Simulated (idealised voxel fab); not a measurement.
Module name: voxel trench capacitor (process module)
Cross-sectional view cut (width: 205 nm; square cell size: 5 nm).
For the purposes of this document, a cross-section shall be understood as a grid of square cells, specified as bands listed in top-to-bottom order, each band consisting of one or more rows of cells.
Basically the band line says how high the top is and how high the bottom is, in nm, and then what's in it from left to right, every material with its width in nm. Empty space shows up as "blank", and if a single material carries "throughout" it runs the full band edge to edge.
It should be noted that heights are counted from 0, beneath which the wafer as supplied is of one material throughout, and that the lowest band possesses no lower boundary but continues downward, as written in "from 0 down".
Read "30->40" as a graded width: first number on top, second number at the bottom, same change between each pair of neighbouring rows.
Where the words "same as before" appear for a step, the cross-section shows no cell changed by that step; every cell remained as before.
Closed-off voids of 8+ cells (no open route to the top) go in "Closed voids list", written width x height at distance from the left edge, in nm.
Note: text after step settings on the step line = simulator remark on that step.
What "overlay nm" on a step's line means: if the step has a mask, that mask lay this far to the right of its planned place, or, when the value is negative, to the left.
LIST OF PLANNED PROCESS STEPS
| 1 | RECEIVE, material Si |
| 2 | CONFORMAL_DEP, material SiN, thk nm 10 |
| 3 | DIRECTIONAL_DEP, material aC, thk nm 15 |
| 4 | PATTERN, tone open, mask id TRENCH, material resist, width nm 25, pitch nm 45, thk nm 35, overlay nm 0 |
| 5 | DIRECTIONAL_ETCH, etch materials aC, depth nm 15 |
| 6 | STRIP, etch materials resist |
| 7 | DIRECTIONAL_ETCH, etch materials SiN, depth nm 10 |
| 8 | DIRECTIONAL_ETCH, etch materials Si, depth nm 40 |
| 9 | STRIP, etch materials aC |
| 10 | CONFORMAL_DEP, material HfO2, thk nm 5 |
| 11 | CONFORMAL_DEP, material TiN, thk nm 5 |
| 12 | FILL_DEP, material W, thk nm 5 |
| 13 | CMP, height nm 10 |
CROSS-SECTIONAL VIEW OF THE WAFER IN ITS AS-RECEIVED CONDITION, CORRESPONDING TO THE STATE AFTER STEP 1
- from 0 down  Si throughout
- Closed voids list: none
POST-MODULE CROSS-SECTION OF THE FIRST OF TWO WAFERS (RUN PER PLAN)
- from 10 to 0  SiN: 65  HfO2: 5  TiN: 5  W: 5  TiN: 5  HfO2: 5  SiN: 20  HfO2: 5  TiN: 5  W: 5  TiN: 5  HfO2: 5  SiN: 70
- from 0 to -30  Si: 65  HfO2: 5  TiN: 5  W: 5  TiN: 5  HfO2: 5  Si: 20  HfO2: 5  TiN: 5  W: 5  TiN: 5  HfO2: 5  Si: 70
- from -30 to -35  Si: 65  HfO2: 5  TiN: 15  HfO2: 5  Si: 20  HfO2: 5  TiN: 15  HfO2: 5  Si: 70
- from -35 to -40  Si: 65  HfO2: 25  Si: 20  HfO2: 25  Si: 70
- from -40 down  Si throughout
- Closed voids list: none
CROSS-SECTION, SECOND WAFER: SAME START AS THE FIRST, SAME PLAN AS THE FIRST, ONE MISTAKE IN RUNNING IT; TAKEN AT THE END OF THE MODULE
- from 10 to 0  SiN: 65  HfO2: 5  TiN: 5  W: 5  TiN: 5  HfO2: 5  SiN: 20  HfO2: 5  TiN: 5  W: 5  TiN: 5  HfO2: 5  SiN: 70
- from 0 to -70  Si: 65  HfO2: 5  TiN: 5  W: 5  TiN: 5  HfO2: 5  Si: 20  HfO2: 5  TiN: 5  W: 5  TiN: 5  HfO2: 5  Si: 70
- from -70 to -75  Si: 65  HfO2: 5  TiN: 15  HfO2: 5  Si: 20  HfO2: 5  TiN: 15  HfO2: 5  Si: 70
- from -75 to -80  Si: 65  HfO2: 25  Si: 20  HfO2: 25  Si: 70
- from -80 down  Si throughout
- Closed voids list: none
Short version of what went wrong: step 8 of the plan saw execution twice
At the finish, the second wafer shows more or fewer cells for some materials than the first does: HfO2 +32 | Si -80 | TiN +32 | W +16
